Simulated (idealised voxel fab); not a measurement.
The document below concerns the process module designated voxel tone inversion.
FYI the section here is cut, 220 nm wide, cells are 5 nm squares.
Cross-section spec: square-cell grid; bands listed top down; each band is one or more rows.
The band entry comprises the height of the band's top followed by the height of its bottom, expressed in nm, and subsequently the band's materials from left to right, each stated together with its width in nm. Where a single material is marked with the word "all across", that material fills the band from edge to edge. The word "blank" represents empty space.
For the purposes of this specification, 0 denotes the height below which the wafer in its as-received condition is composed wholly of one material, and the lowermost band, lacking a lower limit, extends downward without end, as expressed in "0 down".
The notation "30->40" denotes a width that varies across the rows of cells in the band, beginning at the first number in the top row, finishing at the second number in the bottom row, and changing by an identical amount from each row to the next.
The designation "nothing was modified", where it is given for a processing step, indicates that no cell of the cross-section was altered in the course of that step.
"Tabulated closed voids" enumerates empty spaces isolated from the top, with no open way to it, that contain at least 8 cells, giving each as width x height at distance from the left edge, all three in nm.
That trailing text on a step's line, after the settings, is the simulator's own remark on the step.
"overlay nm" answers the question of how far to the right of plan the mask lay on a step that has a mask, and when it is negative the answer is to the left.

These are the steps we planned for the process:
1: RECEIVE,material Si
2: CONFORMAL_DEP,material SiCN,thk nm 10
3: DIRECTIONAL_DEP,material aC,thk nm 15
4: PATTERN,tone cover,mask id POSTS,material resist,width nm 25,pitch nm 55,thk nm 25,overlay nm 0
5: DIRECTIONAL_ETCH,etch materials aC,depth nm 15
6: STRIP,etch materials resist
7: FILL_DEP,material lowk,thk nm 5
8: CMP,height nm 25
9: STRIP,etch materials aC
10: CONFORMAL_DEP,material TiN,thk nm 5
11: FILL_DEP,material Ru,thk nm 10
12: CMP,height nm 25
13: CONFORMAL_DEP,material SiN,thk nm 5
The plan shows the thk nm of step 10 as the first wafer had it; this setting differs between the wafers, which start out alike.

First of several wafers, received after step 1, in cross-section:
- 0 down | Si all across
- Tabulated closed voids: none

Per-wafer rows below. For each material: cells gained (+) or lost (-) since the wafer was received, as of end of module. Then: closed voids:
thk nm 5; +18 Ru; +88 SiCN; +44 SiN; +27 TiN; +87 lowk; Tabulated closed voids: none
thk nm 10; +3 Ru; +88 SiCN; +44 SiN; +42 TiN; +87 lowk; Tabulated closed voids: none
thk nm 15; +88 SiCN; +44 SiN; +45 TiN; +87 lowk; Tabulated closed voids: none
thk nm 20; +88 SiCN; +44 SiN; +45 TiN; +87 lowk; Tabulated closed voids: none
